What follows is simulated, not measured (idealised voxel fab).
Name of the process module below: voxel ribs on slabs
The cross-section on display is named cut; it measures 220 nm wide, and its cells are 5 nm squares.
How to read a cross-section here: the picture is a grid of square cells, written as bands going from the top down, and any band can span one or more rows of cells. Within each band entry, the heights of the top and of the bottom of the band appear first, in that order and in nm; the materials of the band then follow from left to right, each with its corresponding width in nm. The designation "all across" on a single material indicates that it fills the band from edge to edge; the designation "blank" indicates empty space. A quick word on heights: they are counted from 0, and under that level the wafer as it came to us is one material throughout. The lowest band is different from the rest in having no bottom; it simply continues downward, written as in "0 nm and below". So if you see something like "30 to 40" for the width, read it as the top row of the band sitting at the first number and the bottom row at the second, with every row in between moving by the same amount as the last. The cross-section has no changed cell in any step marked "changes: none". Entry "Closed internal cavities" = empty spaces >= 8 cells with no open way to the top; each as width x height at distance, distance from left edge, all nm. Post-settings text on a step line: simulator's own remark regarding the step. A step line may carry the setting "overlay nm", which, for steps involving a mask, states the distance by which the mask lay to the right of its intended position; negative values denote displacement to the left. Note: before/after cross-section pairs follow, one process step per pair, after-side truncated at the lowest changed band, step and settings given beneath. Different runs of this module on the same starting wafer may supply the pairs; a pair continues the one above only where the "Geometry before processing" entry says so.
**Geometry before processing**
- 0 nm and below  Si all across
- Closed internal cavities: none
**State After Step**
- 20 nm to 0 nm  SiO2 all across
- below 0: unchanged
- Closed internal cavities: none
Quick note on the step between the two cross-sections above: DIRECTIONAL_DEP with material SiO2, thk nm 20
Geometry before processing: unchanged from the after cross-section in the pair immediately above; refer to that figure.
**State After Step**
- 35 nm to 20 nm  SiN all across
- below 20: unchanged
- Closed internal cavities: none
Quick note on the step between the two cross-sections above: DIRECTIONAL_DEP with material SiN, thk nm 15
Geometry before processing: unchanged from the after cross-section in the pair immediately above; refer to that figure.
**State After Step**
- 50 nm to 35 nm  100 of blank, then 20 of resist, then 100 of blank
- below 35: unchanged
- Closed internal cavities: none
Quick note on the step between the two cross-sections above: PATTERN with tone cover, mask id RIB, material resist, width nm 20, thk nm 15, overlay nm 0
Geometry before processing: unchanged from the after cross-section in the pair immediately above; refer to that figure.
**State After Step**
- 50 nm to 35 nm  100 of blank, then 20 of resist, then 100 of blank
- 35 nm to 25 nm  100 of blank, then 20 of SiN, then 100 of blank
- below 25: unchanged
- Closed internal cavities: none
Quick note on the step between the two cross-sections above: DIRECTIONAL_ETCH with etch materials SiN, depth nm 10
Geometry before processing: unchanged from the after cross-section in the pair immediately above; refer to that figure.
**State After Step**
- 35 nm to 25 nm  100 of blank, then 20 of SiN, then 100 of blank
- below 25: unchanged
- Closed internal cavities: none
Quick note on the step between the two cross-sections above: STRIP with etch materials resist
Geometry before processing: unchanged from the after cross-section in the pair immediately above; refer to that figure.
**State After Step**
- 55 nm to 35 nm  80 of blank, then 60 of resist, then 80 of blank
- 35 nm to 25 nm  80 of blank, then 20 of resist, then 20 of SiN, then 20 of resist, then 80 of blank
- below 25: unchanged
- Closed internal cavities: none
Quick note on the step between the two cross-sections above: PATTERN with tone cover, mask id SLAB, material resist, width nm 60, thk nm 20, overlay nm 0
Geometry before processing: unchanged from the after cross-section in the pair immediately above; refer to that figure.
**State After Step**
- 55 nm to 35 nm  80 of blank, then 60 of resist, then 80 of blank
- 35 nm to 25 nm  80 of blank, then 20 of resist, then 20 of SiN, then 20 of resist, then 80 of blank
- 25 nm to 20 nm  80 of blank, then 60 of SiN, then 80 of blank
- below 20: unchanged
- Closed internal cavities: none
Quick note on the step between the two cross-sections above: DIRECTIONAL_ETCH with etch materials SiN, depth nm 5
Geometry before processing: unchanged from the after cross-section in the pair immediately above; refer to that figure.
**State After Step**
- 35 nm to 25 nm  100 of blank, then 20 of SiN, then 100 of blank
- below 25: unchanged
- Closed internal cavities: none
Quick note on the step between the two cross-sections above: STRIP with etch materials resist
Geometry before processing: unchanged from the after cross-section in the pair immediately above; refer to that figure.
**State After Step**
- 55 nm to 35 nm  SiO2 all across
- 35 nm to 25 nm  100 of SiO2, then 20 of SiN, then 100 of SiO2
- 25 nm to 20 nm  80 of SiO2, then 60 of SiN, then 80 of SiO2
- below 20: unchanged
- Closed internal cavities: none
Quick note on the step between the two cross-sections above: FILL_DEP with material SiO2, thk nm 20
Geometry before processing: unchanged from the after cross-section in the pair immediately above; refer to that figure.
**State After Step**
- 45 nm to 35 nm  SiO2 all across
- below 35: unchanged
- Closed internal cavities: none
Quick note on the step between the two cross-sections above: CMP with height nm 45
Geometry before processing: unchanged from the after cross-section in the pair immediately above; refer to that figure.
**State After Step**
- 50 nm to 45 nm  W all across
- below 45: unchanged
- Closed internal cavities: none
Quick note on the step between the two cross-sections above: DIRECTIONAL_DEP with material W, thk nm 5
Geometry before processing: unchanged from the after cross-section in the pair immediately above; refer to that figure.
**State After Step**
- 70 nm to 50 nm  95 of blank, then 30 of resist, then 95 of blank
- below 50: unchanged
- Closed internal cavities: none
Quick note on the step between the two cross-sections above: PATTERN with tone cover, mask id HEATER, material resist, width nm 30, thk nm 20, overlay nm 0
Geometry before processing: unchanged from the after cross-section in the pair immediately above; refer to that figure.
**State After Step**
- 70 nm to 50 nm  95 of blank, then 30 of resist, then 95 of blank
- 50 nm to 45 nm  95 of blank, then 30 of W, then 95 of blank
- below 45: unchanged
- Closed internal cavities: none
Quick note on the step between the two cross-sections above: DIRECTIONAL_ETCH with etch materials W, depth nm 5
Geometry before processing: unchanged from the after cross-section in the pair immediately above; refer to that figure.
**State After Step**
- 50 nm to 45 nm  95 of blank, then 30 of W, then 95 of blank
- below 45: unchanged
- Closed internal cavities: none
Quick note on the step between the two cross-sections above: STRIP with etch materials resist
Geometry before processing: unchanged from the after cross-section in the pair immediately above; refer to that figure.
**State After Step**
- 60 nm to 55 nm  85 of blank, then 50 of SiN, then 85 of blank
- 55 nm to 50 nm  SiN all across
- 50 nm to 45 nm  95 of SiN, then 30 of W, then 95 of SiN
- below 45: unchanged
- Closed internal cavities: none
Quick note on the step between the two cross-sections above: CONFORMAL_DEP with material SiN, thk nm 10
**Geometry before processing**
- 20 nm to 0 nm  SiO2 all across
- 0 nm and below  Si all across
- Closed internal cavities: none
**State After Step**
- 40 nm to 0 nm  SiO2 all across
- below 0: unchanged
- Closed internal cavities: none
Quick note on the step between the two cross-sections above: DIRECTIONAL_DEP with material SiO2, thk nm 20
Geometry before processing: unchanged from the after cross-section in the pair immediately above; refer to that figure.
**State After Step**
- 55 nm to 40 nm  SiN all across
- below 40: unchanged
- Closed internal cavities: none
Quick note on the step between the two cross-sections above: DIRECTIONAL_DEP with material SiN, thk nm 15
Geometry before processing: unchanged from the after cross-section in the pair immediately above; refer to that figure.
**State After Step**
- 70 nm to 55 nm  100 of blank, then 20 of resist, then 100 of blank
- below 55: unchanged
- Closed internal cavities: none
Quick note on the step between the two cross-sections above: PATTERN with tone cover, mask id RIB, material resist, width nm 20, thk nm 15, overlay nm 0
Geometry before processing: unchanged from the after cross-section in the pair immediately above; refer to that figure.
**State After Step**
- 70 nm to 55 nm  100 of blank, then 20 of resist, then 100 of blank
- 55 nm to 45 nm  100 of blank, then 20 of SiN, then 100 of blank
- below 45: unchanged
- Closed internal cavities: none
Quick note on the step between the two cross-sections above: DIRECTIONAL_ETCH with etch materials SiN, depth nm 10
Geometry before processing: unchanged from the after cross-section in the pair immediately above; refer to that figure.
**State After Step**
- 55 nm to 45 nm  100 of blank, then 20 of SiN, then 100 of blank
- below 45: unchanged
- Closed internal cavities: none
Quick note on the step between the two cross-sections above: STRIP with etch materials resist
Geometry before processing: unchanged from the after cross-section in the pair immediately above; refer to that figure.
**State After Step**
- 75 nm to 55 nm  80 of blank, then 60 of resist, then 80 of blank
- 55 nm to 45 nm  80 of blank, then 20 of resist, then 20 of SiN, then 20 of resist, then 80 of blank
- below 45: unchanged
- Closed internal cavities: none
Quick note on the step between the two cross-sections above: PATTERN with tone cover, mask id SLAB, material resist, width nm 60, thk nm 20, overlay nm 0
Geometry before processing: unchanged from the after cross-section in the pair immediately above; refer to that figure.
**State After Step**
- 75 nm to 55 nm  80 of blank, then 60 of resist, then 80 of blank
- 55 nm to 45 nm  80 of blank, then 20 of resist, then 20 of SiN, then 20 of resist, then 80 of blank
- 45 nm to 40 nm  80 of blank, then 60 of SiN, then 80 of blank
- below 40: unchanged
- Closed internal cavities: none
Quick note on the step between the two cross-sections above: DIRECTIONAL_ETCH with etch materials SiN, depth nm 5
Geometry before processing: unchanged from the after cross-section in the pair immediately above; refer to that figure.
**State After Step**
- 55 nm to 45 nm  100 of blank, then 20 of SiN, then 100 of blank
- below 45: unchanged
- Closed internal cavities: none
Quick note on the step between the two cross-sections above: STRIP with etch materials resist
Geometry before processing: unchanged from the after cross-section in the pair immediately above; refer to that figure.
**State After Step**
- 75 nm to 55 nm  SiO2 all across
- 55 nm to 45 nm  100 of SiO2, then 20 of SiN, then 100 of SiO2
- 45 nm to 40 nm  80 of SiO2, then 60 of SiN, then 80 of SiO2
- below 40: unchanged
- Closed internal cavities: none
Quick note on the step between the two cross-sections above: FILL_DEP with material SiO2, thk nm 20
Geometry before processing: unchanged from the after cross-section in the pair immediately above; refer to that figure.
**State After Step**
- 45 nm to 40 nm  80 of SiO2, then 60 of SiN, then 80 of SiO2
- below 40: unchanged
- Closed internal cavities: none
Quick note on the step between the two cross-sections above: CMP with height nm 45
Geometry before processing: unchanged from the after cross-section in the pair immediately above; refer to that figure.
**State After Step**
- 50 nm to 45 nm  W all across
- below 45: unchanged
- Closed internal cavities: none
Quick note on the step between the two cross-sections above: DIRECTIONAL_DEP with material W, thk nm 5
Geometry before processing: unchanged from the after cross-section in the pair immediately above; refer to that figure.
**State After Step**
- 70 nm to 50 nm  95 of blank, then 30 of resist, then 95 of blank
- below 50: unchanged
- Closed internal cavities: none
Quick note on the step between the two cross-sections above: PATTERN with tone cover, mask id HEATER, material resist, width nm 30, thk nm 20, overlay nm 0
Geometry before processing: unchanged from the after cross-section in the pair immediately above; refer to that figure.
**State After Step**
- 70 nm to 50 nm  95 of blank, then 30 of resist, then 95 of blank
- 50 nm to 45 nm  95 of blank, then 30 of W, then 95 of blank
- below 45: unchanged
- Closed internal cavities: none
Quick note on the step between the two cross-sections above: DIRECTIONAL_ETCH with etch materials W, depth nm 5
Geometry before processing: unchanged from the after cross-section in the pair immediately above; refer to that figure.
**State After Step**
- 50 nm to 45 nm  95 of blank, then 30 of W, then 95 of blank
- below 45: unchanged
- Closed internal cavities: none
Quick note on the step between the two cross-sections above: STRIP with etch materials resist
Geometry before processing: unchanged from the after cross-section in the pair immediately above; refer to that figure.
**State After Step**
- 60 nm to 55 nm  85 of blank, then 50 of SiN, then 85 of blank
- 55 nm to 50 nm  SiN all across
- 50 nm to 45 nm  95 of SiN, then 30 of W, then 95 of SiN
- below 45: unchanged
- Closed internal cavities: none
Quick note on the step between the two cross-sections above: CONFORMAL_DEP with material SiN, thk nm 10
**Geometry before processing**
- 20 nm to 0 nm  SiO2 all across
- 0 nm and below  Si all across
- Closed internal cavities: none
**State After Step**
- 35 nm to 20 nm  100 of blank, then 20 of resist, then 100 of blank
- below 20: unchanged
- Closed internal cavities: none
Quick note on the step between the two cross-sections above: PATTERN with tone cover, mask id RIB, material resist, width nm 20, thk nm 15, overlay nm 0
Geometry before processing: unchanged from the after cross-section in the pair immediately above; refer to that figure.
**State After Step**
- 50 nm to 35 nm  100 of blank, then 20 of SiN, then 100 of blank
- 35 nm to 20 nm  100 of SiN, then 20 of resist, then 100 of SiN
- below 20: unchanged
- Closed internal cavities: none
Quick note on the step between the two cross-sections above: DIRECTIONAL_DEP with material SiN, thk nm 15
Geometry before processing: unchanged from the after cross-section in the pair immediately above; refer to that figure.
**State After Step**
- 40 nm to 35 nm  100 of blank, then 20 of SiN, then 100 of blank
- 35 nm to 25 nm  100 of blank, then 20 of resist, then 100 of blank
- below 25: unchanged
- Closed internal cavities: none
Quick note on the step between the two cross-sections above: DIRECTIONAL_ETCH with etch materials SiN, depth nm 10
Geometry before processing: unchanged from the after cross-section in the pair immediately above; refer to that figure.
**State After Step**
- 25 nm to 20 nm  100 of SiN, then 20 of blank, then 100 of SiN
- below 20: unchanged
- Closed internal cavities: none
Quick note on the step between the two cross-sections above: STRIP with etch materials resist
Geometry before processing: unchanged from the after cross-section in the pair immediately above; refer to that figure.
**State After Step**
- 45 nm to 25 nm  80 of blank, then 60 of resist, then 80 of blank
- 25 nm to 20 nm  100 of SiN, then 20 of resist, then 100 of SiN
- below 20: unchanged
- Closed internal cavities: none
Quick note on the step between the two cross-sections above: PATTERN with tone cover, mask id SLAB, material resist, width nm 60, thk nm 20, overlay nm 0
Geometry before processing: unchanged from the after cross-section in the pair immediately above; refer to that figure.
**State After Step**
- 45 nm to 25 nm  80 of blank, then 60 of resist, then 80 of blank
- 25 nm to 20 nm  80 of blank, then 20 of SiN, then 20 of resist, then 20 of SiN, then 80 of blank
- below 20: unchanged
- Closed internal cavities: none
Quick note on the step between the two cross-sections above: DIRECTIONAL_ETCH with etch materials SiN, depth nm 5
Geometry before processing: unchanged from the after cross-section in the pair immediately above; refer to that figure.
**State After Step**
- 25 nm to 20 nm  80 of blank, then 20 of SiN, then 20 of blank, then 20 of SiN, then 80 of blank
- below 20: unchanged
- Closed internal cavities: none
Quick note on the step between the two cross-sections above: STRIP with etch materials resist
Geometry before processing: unchanged from the after cross-section in the pair immediately above; refer to that figure.
**State After Step**
- 45 nm to 25 nm  SiO2 all across
- 25 nm to 20 nm  80 of SiO2, then 20 of SiN, then 20 of SiO2, then 20 of SiN, then 80 of SiO2
- below 20: unchanged
- Closed internal cavities: none
Quick note on the step between the two cross-sections above: FILL_DEP with material SiO2, thk nm 20
Geometry before processing: unchanged from the after cross-section in the pair immediately above; refer to that figure.
**State After Step**
- 50 nm to 45 nm  W all across
- below 45: unchanged
- Closed internal cavities: none
Quick note on the step between the two cross-sections above: DIRECTIONAL_DEP with material W, thk nm 5
Geometry before processing: unchanged from the after cross-section in the pair immediately above; refer to that figure.
**State After Step**
- 70 nm to 50 nm  95 of blank, then 30 of resist, then 95 of blank
- below 50: unchanged
- Closed internal cavities: none
Quick note on the step between the two cross-sections above: PATTERN with tone cover, mask id HEATER, material resist, width nm 30, thk nm 20, overlay nm 0
Geometry before processing: unchanged from the after cross-section in the pair immediately above; refer to that figure.
**State After Step**
- 70 nm to 50 nm  95 of blank, then 30 of resist, then 95 of blank
- 50 nm to 45 nm  95 of blank, then 30 of W, then 95 of blank
- below 45: unchanged
- Closed internal cavities: none
Quick note on the step between the two cross-sections above: DIRECTIONAL_ETCH with etch materials W, depth nm 5
Geometry before processing: unchanged from the after cross-section in the pair immediately above; refer to that figure.
**State After Step**
- 50 nm to 45 nm  95 of blank, then 30 of W, then 95 of blank
- below 45: unchanged
- Closed internal cavities: none
Quick note on the step between the two cross-sections above: STRIP with etch materials resist
Geometry before processing: unchanged from the after cross-section in the pair immediately above; refer to that figure.
**State After Step**
- 60 nm to 55 nm  85 of blank, then 50 of SiN, then 85 of blank
- 55 nm to 50 nm  SiN all across
- 50 nm to 45 nm  95 of SiN, then 30 of W, then 95 of SiN
- below 45: unchanged
- Closed internal cavities: none
Quick note on the step between the two cross-sections above: CONFORMAL_DEP with material SiN, thk nm 10
**Geometry before processing**
- 45 nm to 35 nm  SiO2 all across
- 35 nm to 25 nm  100 of SiO2, then 20 of SiN, then 100 of SiO2
- 25 nm to 20 nm  80 of SiO2, then 60 of SiN, then 80 of SiO2
- 20 nm to 0 nm  SiO2 all across
- 0 nm and below  Si all across
- Closed internal cavities: none
**State After Step**
- 60 nm to 45 nm  W all across
- below 45: unchanged
- Closed internal cavities: none
Quick note on the step between the two cross-sections above: DIRECTIONAL_DEP with material W, thk nm 15
Geometry before processing: unchanged from the after cross-section in the pair immediately above; refer to that figure.
**State After Step**
- 80 nm to 60 nm  95 of blank, then 30 of resist, then 95 of blank
- below 60: unchanged
- Closed internal cavities: none
Quick note on the step between the two cross-sections above: PATTERN with tone cover, mask id HEATER, material resist, width nm 30, thk nm 20, overlay nm 0
Geometry before processing: unchanged from the after cross-section in the pair immediately above; refer to that figure.
**State After Step**
- 80 nm to 60 nm  95 of blank, then 30 of resist, then 95 of blank
- 60 nm to 55 nm  95 of blank, then 30 of W, then 95 of blank
- below 55: unchanged
- Closed internal cavities: none
Quick note on the step between the two cross-sections above: DIRECTIONAL_ETCH with etch materials W, depth nm 5
Geometry before processing: unchanged from the after cross-section in the pair immediately above; refer to that figure.
**State After Step**
- 60 nm to 55 nm  95 of blank, then 30 of W, then 95 of blank
- below 55: unchanged
- Closed internal cavities: none
Quick note on the step between the two cross-sections above: STRIP with etch materials resist
Geometry before processing: unchanged from the after cross-section in the pair immediately above; refer to that figure.
**State After Step**
- 70 nm to 65 nm  85 of blank, then 50 of SiN, then 85 of blank
- 65 nm to 60 nm  SiN all across
- 60 nm to 55 nm  95 of SiN, then 30 of W, then 95 of SiN
- below 55: unchanged
- Closed internal cavities: none
Quick note on the step between the two cross-sections above: CONFORMAL_DEP with material SiN, thk nm 10
**Geometry before processing**
- 50 nm to 45 nm  W all across
- 45 nm to 35 nm  SiO2 all across
- 35 nm to 25 nm  100 of SiO2, then 20 of SiN, then 100 of SiO2
- 25 nm to 20 nm  80 of SiO2, then 60 of SiN, then 80 of SiO2
- 20 nm to 0 nm  SiO2 all across
- 0 nm and below  Si all across
- Closed internal cavities: none
**State After Step**
- 70 nm to 50 nm  95 of blank, then 35 of resist, then 90 of blank
- below 50: unchanged
- Closed internal cavities: none
Quick note on the step between the two cross-sections above: PATTERN with tone cover, mask id HEATER, material resist, width nm 35, thk nm 20, overlay nm 0
Geometry before processing: unchanged from the after cross-section in the pair immediately above; refer to that figure.
**State After Step**
- 70 nm to 50 nm  95 of blank, then 35 of resist, then 90 of blank
- 50 nm to 45 nm  95 of blank, then 35 of W, then 90 of blank
- below 45: unchanged
- Closed internal cavities: none
Quick note on the step between the two cross-sections above: DIRECTIONAL_ETCH with etch materials W, depth nm 5
Geometry before processing: unchanged from the after cross-section in the pair immediately above; refer to that figure.
**State After Step**
- 50 nm to 45 nm  95 of blank, then 35 of W, then 90 of blank
- below 45: unchanged
- Closed internal cavities: none
Quick note on the step between the two cross-sections above: STRIP with etch materials resist
Geometry before processing: unchanged from the after cross-section in the pair immediately above; refer to that figure.
**State After Step**
- 60 nm to 55 nm  85 of blank, then 55 of SiN, then 80 of blank
- 55 nm to 50 nm  SiN all across
- 50 nm to 45 nm  95 of SiN, then 35 of W, then 90 of SiN
- below 45: unchanged
- Closed internal cavities: none
Quick note on the step between the two cross-sections above: CONFORMAL_DEP with material SiN, thk nm 10
**Geometry before processing**
- 35 nm to 25 nm  100 of blank, then 20 of SiN, then 100 of blank
- 25 nm to 20 nm  SiN all across
- 20 nm to 0 nm  SiO2 all across
- 0 nm and below  Si all across
- Closed internal cavities: none
**State After Step**
- 55 nm to 35 nm  90 of blank, then 60 of resist, then 70 of blank
- 35 nm to 25 nm  90 of blank, then 10 of resist, then 20 of SiN, then 30 of resist, then 70 of blank
- below 25: unchanged
- Closed internal cavities: none
Quick note on the step between the two cross-sections above: PATTERN with tone cover, mask id SLAB, material resist, width nm 60, thk nm 20, overlay nm 10
Geometry before processing: unchanged from the after cross-section in the pair immediately above; refer to that figure.
**State After Step**
- 55 nm to 35 nm  90 of blank, then 60 of resist, then 70 of blank
- 35 nm to 25 nm  90 of blank, then 10 of resist, then 20 of SiN, then 30 of resist, then 70 of blank
- 25 nm to 20 nm  90 of blank, then 60 of SiN, then 70 of blank
- below 20: unchanged
- Closed internal cavities: none
Quick note on the step between the two cross-sections above: DIRECTIONAL_ETCH with etch materials SiN, depth nm 5
Geometry before processing: unchanged from the after cross-section in the pair immediately above; refer to that figure.
**State After Step**
- 35 nm to 25 nm  100 of blank, then 20 of SiN, then 100 of blank
- below 25: unchanged
- Closed internal cavities: none
Quick note on the step between the two cross-sections above: STRIP with etch materials resist
Geometry before processing: unchanged from the after cross-section in the pair immediately above; refer to that figure.
**State After Step**
- 55 nm to 35 nm  SiO2 all across
- 35 nm to 25 nm  100 of SiO2, then 20 of SiN, then 100 of SiO2
- 25 nm to 20 nm  90 of SiO2, then 60 of SiN, then 70 of SiO2
- below 20: unchanged
- Closed internal cavities: none
Quick note on the step between the two cross-sections above: FILL_DEP with material SiO2, thk nm 20
Geometry before processing: unchanged from the after cross-section in the pair immediately above; refer to that figure.
**State After Step**
- 45 nm to 35 nm  SiO2 all across
- below 35: unchanged
- Closed internal cavities: none
Quick note on the step between the two cross-sections above: CMP with height nm 45
Geometry before processing: unchanged from the after cross-section in the pair immediately above; refer to that figure.
**State After Step**
- 50 nm to 45 nm  W all across
- below 45: unchanged
- Closed internal cavities: none
Quick note on the step between the two cross-sections above: DIRECTIONAL_DEP with material W, thk nm 5
Geometry before processing: unchanged from the after cross-section in the pair immediately above; refer to that figure.
**State After Step**
- 70 nm to 50 nm  95 of blank, then 30 of resist, then 95 of blank
- below 50: unchanged
- Closed internal cavities: none
Quick note on the step between the two cross-sections above: PATTERN with tone cover, mask id HEATER, material resist, width nm 30, thk nm 20, overlay nm 0
Geometry before processing: unchanged from the after cross-section in the pair immediately above; refer to that figure.
**State After Step**
- 70 nm to 50 nm  95 of blank, then 30 of resist, then 95 of blank
- 50 nm to 45 nm  95 of blank, then 30 of W, then 95 of blank
- below 45: unchanged
- Closed internal cavities: none
Quick note on the step between the two cross-sections above: DIRECTIONAL_ETCH with etch materials W, depth nm 5
Geometry before processing: unchanged from the after cross-section in the pair immediately above; refer to that figure.
**State After Step**
- 50 nm to 45 nm  95 of blank, then 30 of W, then 95 of blank
- below 45: unchanged
- Closed internal cavities: none
Quick note on the step between the two cross-sections above: STRIP with etch materials resist
Geometry before processing: unchanged from the after cross-section in the pair immediately above; refer to that figure.
**State After Step**
- 60 nm to 55 nm  85 of blank, then 50 of SiN, then 85 of blank
- 55 nm to 50 nm  SiN all across
- 50 nm to 45 nm  95 of SiN, then 30 of W, then 95 of SiN
- below 45: unchanged
- Closed internal cavities: none
Quick note on the step between the two cross-sections above: CONFORMAL_DEP with material SiN, thk nm 10
**Geometry before processing**
- 50 nm to 45 nm  95 of blank, then 30 of W, then 95 of blank
- 45 nm to 35 nm  SiO2 all across
- 35 nm to 25 nm  100 of SiO2, then 20 of SiN, then 100 of SiO2
- 25 nm to 20 nm  80 of SiO2, then 60 of SiN, then 80 of SiO2
- 20 nm to 0 nm  SiO2 all across
- 0 nm and below  Si all across
- Closed internal cavities: none
**State After Step**
- 60 nm to 55 nm  85 of blank, then 50 of SiO2, then 85 of blank
- 55 nm to 50 nm  SiO2 all across
- 50 nm to 45 nm  95 of SiO2, then 30 of W, then 95 of SiO2
- below 45: unchanged
- Closed internal cavities: none
Quick note on the step between the two cross-sections above: CONFORMAL_DEP with material SiO2, thk nm 10
**Geometry before processing**
- 35 nm to 20 nm  SiN all across
- 20 nm to 0 nm  SiO2 all across
- 0 nm and below  Si all across
- Closed internal cavities: none
**State After Step**
- 50 nm to 35 nm  100 of resist, then 20 of blank, then 100 of resist
- below 35: unchanged
- Closed internal cavities: none
Quick note on the step between the two cross-sections above: PATTERN with tone open, mask id RIB, material resist, width nm 20, thk nm 15, overlay nm 0
Geometry before processing: unchanged from the after cross-section in the pair immediately above; refer to that figure.
**State After Step**
- 50 nm to 35 nm  100 of resist, then 20 of blank, then 100 of resist
- 35 nm to 25 nm  100 of SiN, then 20 of blank, then 100 of SiN
- below 25: unchanged
- Closed internal cavities: none
Quick note on the step between the two cross-sections above: DIRECTIONAL_ETCH with etch materials SiN, depth nm 10
Geometry before processing: unchanged from the after cross-section in the pair immediately above; refer to that figure.
**State After Step**
- 35 nm to 25 nm  100 of SiN, then 20 of blank, then 100 of SiN
- below 25: unchanged
- Closed internal cavities: none
Quick note on the step between the two cross-sections above: STRIP with etch materials resist
Geometry before processing: unchanged from the after cross-section in the pair immediately above; refer to that figure.
**State After Step**
- 55 nm to 35 nm  80 of blank, then 60 of resist, then 80 of blank
- 35 nm to 25 nm  100 of SiN, then 20 of resist, then 100 of SiN
- below 25: unchanged
- Closed internal cavities: none
Quick note on the step between the two cross-sections above: PATTERN with tone cover, mask id SLAB, material resist, width nm 60, thk nm 20, overlay nm 0
Geometry before processing: unchanged from the after cross-section in the pair immediately above; refer to that figure.
**State After Step**
- 55 nm to 35 nm  80 of blank, then 60 of resist, then 80 of blank
- 35 nm to 30 nm  80 of blank, then 20 of SiN, then 20 of resist, then 20 of SiN, then 80 of blank
- below 30: unchanged
- Closed internal cavities: none
Quick note on the step between the two cross-sections above: DIRECTIONAL_ETCH with etch materials SiN, depth nm 5
Geometry before processing: unchanged from the after cross-section in the pair immediately above; refer to that figure.
**State After Step**
- 35 nm to 30 nm  80 of blank, then 20 of SiN, then 20 of blank, then 20 of SiN, then 80 of blank
- 30 nm to 25 nm  100 of SiN, then 20 of blank, then 100 of SiN
- below 25: unchanged
- Closed internal cavities: none
Quick note on the step between the two cross-sections above: STRIP with etch materials resist
Geometry before processing: unchanged from the after cross-section in the pair immediately above; refer to that figure.
**State After Step**
- 55 nm to 35 nm  SiO2 all across
- 35 nm to 30 nm  80 of SiO2, then 20 of SiN, then 20 of SiO2, then 20 of SiN, then 80 of SiO2
- 30 nm to 25 nm  100 of SiN, then 20 of SiO2, then 100 of SiN
- below 25: unchanged
- Closed internal cavities: none
Quick note on the step between the two cross-sections above: FILL_DEP with material SiO2, thk nm 20
Geometry before processing: unchanged from the after cross-section in the pair immediately above; refer to that figure.
**State After Step**
- 45 nm to 35 nm  SiO2 all across
- below 35: unchanged
- Closed internal cavities: none
Quick note on the step between the two cross-sections above: CMP with height nm 45
Geometry before processing: unchanged from the after cross-section in the pair immediately above; refer to that figure.
**State After Step**
- 50 nm to 45 nm  W all across
- below 45: unchanged
- Closed internal cavities: none
Quick note on the step between the two cross-sections above: DIRECTIONAL_DEP with material W, thk nm 5
Geometry before processing: unchanged from the after cross-section in the pair immediately above; refer to that figure.
**State After Step**
- 70 nm to 50 nm  95 of blank, then 30 of resist, then 95 of blank
- below 50: unchanged
- Closed internal cavities: none
Quick note on the step between the two cross-sections above: PATTERN with tone cover, mask id HEATER, material resist, width nm 30, thk nm 20, overlay nm 0
Geometry before processing: unchanged from the after cross-section in the pair immediately above; refer to that figure.
**State After Step**
- 70 nm to 50 nm  95 of blank, then 30 of resist, then 95 of blank
- 50 nm to 45 nm  95 of blank, then 30 of W, then 95 of blank
- below 45: unchanged
- Closed internal cavities: none
Quick note on the step between the two cross-sections above: DIRECTIONAL_ETCH with etch materials W, depth nm 5
Geometry before processing: unchanged from the after cross-section in the pair immediately above; refer to that figure.
**State After Step**
- 50 nm to 45 nm  95 of blank, then 30 of W, then 95 of blank
- below 45: unchanged
- Closed internal cavities: none
Quick note on the step between the two cross-sections above: STRIP with etch materials resist
Geometry before processing: unchanged from the after cross-section in the pair immediately above; refer to that figure.
**State After Step**
- 60 nm to 55 nm  85 of blank, then 50 of SiN, then 85 of blank
- 55 nm to 50 nm  SiN all across
- 50 nm to 45 nm  95 of SiN, then 30 of W, then 95 of SiN
- below 45: unchanged
- Closed internal cavities: none
Quick note on the step between the two cross-sections above: CONFORMAL_DEP with material SiN, thk nm 10
